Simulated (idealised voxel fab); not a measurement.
You're looking at the process module voxel plated lines.
It is cross-section cut that appears here, measuring 295 nm in width, its square cells being 5 nm in size.
Reading order for cross-sections: top band down to bottom band. Underlying form: a grid of square cells. Band size: one or more rows of cells. First you get the band's top height and its bottom height, in nm, and then the materials it's made of, left to right, with each width in nm. If you see a single material with "throughout", that one covers the band edge to edge. "empty" is empty space. Below 0: as-received wafer, all one material; heights counted from there. Lowest band: no bottom, goes on down, written "0 and below". Read "30 to 40" as a graded width: first number on top, second number at the bottom, same change between each pair of neighbouring rows. Any step labelled "all unchanged" changed none of the cells in the cross-section. In the "Voids, sealed" entry, you get each enclosed empty space of 8 cells or more, one with no open way to the top, written width x height at distance, distance from the left edge, in nm. Read whatever lies past the settings on a step's line as the simulator's own remark about the step. overlay nm: mask offset rightward from planned place, masked step; negative means leftward offset.
**Steps planned for the process**
1) RECEIVE with material Si
2) CONFORMAL_DEP with material SiN, thk nm 5
3) DIRECTIONAL_DEP with material TiN, thk nm 5
4) PATTERN with tone open, mask id LINES, material resist, width nm 25, pitch nm 40, thk nm 40, overlay nm 0
5) EPI with material Ru, thk nm 10
6) EPI with material Ru, thk nm 5
7) EPI with material Ru, thk nm 5
8) STRIP with etch materials resist
9) DIRECTIONAL_ETCH with etch materials TiN, depth nm 5
10) CONFORMAL_DEP with material SiN, thk nm 10
**Cross-sectional view of the wafer in its as-received condition, corresponding to the state after step 1**
> 0 and below  Si throughout
> Voids, sealed: none
**Starting wafer: above. Plan: above. Run: one mistake. Cross-section after the module: below**
> 35 down to 30  empty (90)  SiN (35)  empty (5)  SiN (35)  empty (5)  SiN (35)  empty (90)
> 30 down to 10  empty (90)  SiN (5)  Ru (25)  SiN (5)  empty (5)  SiN (5)  Ru (25)  SiN (5)  empty (5)  SiN (5)  Ru (25)  SiN (5)  empty (90)
> 10 down to 5  SiN (95)  TiN (25)  SiN (15)  TiN (25)  SiN (15)  TiN (25)  SiN (95)
> 5 down to 0  SiN throughout
> 0 and below  Si throughout
> Voids, sealed: none
What was done differently from what was planned? step 10 deviated from plan and actually ran as CONFORMAL_DEP with material SiN, thk nm 5
